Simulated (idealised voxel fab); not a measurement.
Process module in this document: voxel ribs on slabs
Section shown: cut. Width: 185 nm. Cell size: 5 nm, square.
Throughout this document, each cross-section is represented as a grid of square cells and is presented as a sequence of bands enumerated from the top downward, where a band comprises one or more rows of cells. First you get the band's top height and its bottom height, in nm, and then the materials it's made of, left to right, with each width in nm. If you see a single material with "throughout", that one covers the band edge to edge. "empty" is empty space. Heights are reckoned from 0. Under this level, the received wafer is all of one material. The bottommost band is open-ended downward, for example "z 0 and below". A two-number width, for instance "30 to 40", indicates that the width is equal to the first number in the top row of the band and to the second number in the bottom row, and that it changes by a constant amount per row of cells. The designation "no alterations made", where it is given for a processing step, indicates that no cell of the cross-section was altered in the course of that step. "Tabulated closed voids" specifies each empty space that is not open to the top and that occupies no fewer than 8 cells, using the form width x height at distance, the distance measured from the left edge and all three quantities in nm. Where a step's line continues beyond its settings, the continuation is a remark by the simulator itself on that step. You can add "overlay nm" to a step's line. For a step with a mask, it describes how far the mask lay to the right of its planned position, and a negative number describes a lay to the left.
## Here's what the planned process steps look like
1: RECEIVE [material Si]
2: DIRECTIONAL_DEP [material SiO2] [thk nm 30]
3: DIRECTIONAL_DEP [material SiN] [thk nm 20]
4: MASKED_ETCH [tone cover] [mask id RIB] [width nm 25] [etch materials SiN] [depth nm 15] [overlay nm 0]
5: MASKED_ETCH [tone cover] [mask id SLAB] [width nm 75] [etch materials SiN] [depth nm 5] [overlay nm 0]
6: FILL_DEP [material SiO2] [thk nm 25]
7: CMP [height nm 70]
8: DIRECTIONAL_DEP [material TiN] [thk nm 5]
9: PATTERN [tone cover] [mask id HEATER] [material resist] [width nm 35] [thk nm 20] [overlay nm 0]
10: DIRECTIONAL_ETCH [etch materials TiN] [depth nm 5]
11: STRIP [etch materials resist]
12: CONFORMAL_DEP [material SiN] [thk nm 5]
For clarity, it should be stated that the wafers under discussion commence in an identical condition and differ with respect to the thk nm of step 8, the plan indicating the value that the first wafer had.
## As received, i.e. after step 1: cross-section through the first of several wafers
	z 0 and below  Si throughout
	Tabulated closed voids: none
## Cross-section of the first of several wafers, taken after step 12, where the module ends
	z 80 to 75  70 nm empty / 45 nm SiN / 70 nm empty
	z 75 to 70  75 nm SiN / 35 nm TiN / 75 nm SiN
	z 70 to 50  SiO2 throughout
	z 50 to 35  80 nm SiO2 / 25 nm SiN / 80 nm SiO2
	z 35 to 30  55 nm SiO2 / 75 nm SiN / 55 nm SiO2
	z 30 to 0  SiO2 throughout
	z 0 and below  Si throughout
	Tabulated closed voids: none
## Final wafer cross-section at module end
	z 95 to 90  70 nm empty / 45 nm SiN / 70 nm empty
	z 90 to 85  75 nm SiN / 35 nm TiN / 75 nm SiN
	z 85 to 70  TiN throughout
	z 70 to 50  SiO2 throughout
	z 50 to 35  80 nm SiO2 / 25 nm SiN / 80 nm SiO2
	z 35 to 30  55 nm SiO2 / 75 nm SiN / 55 nm SiO2
	z 30 to 0  SiO2 throughout
	z 0 and below  Si throughout
	Tabulated closed voids: none
## Rows = wafers. At module end, each row lists per material the cells gained (+) or lost (-) since the wafer was received, then the closed voids
thk nm 5, +69 SiN, +488 SiO2, +7 TiN, Tabulated closed voids: none
thk nm 10, +69 SiN, +488 SiO2, +44 TiN, Tabulated closed voids: none
thk nm 15, +69 SiN, +488 SiO2, +81 TiN, Tabulated closed voids: none
thk nm 20, +69 SiN, +488 SiO2, +118 TiN, Tabulated closed voids: none
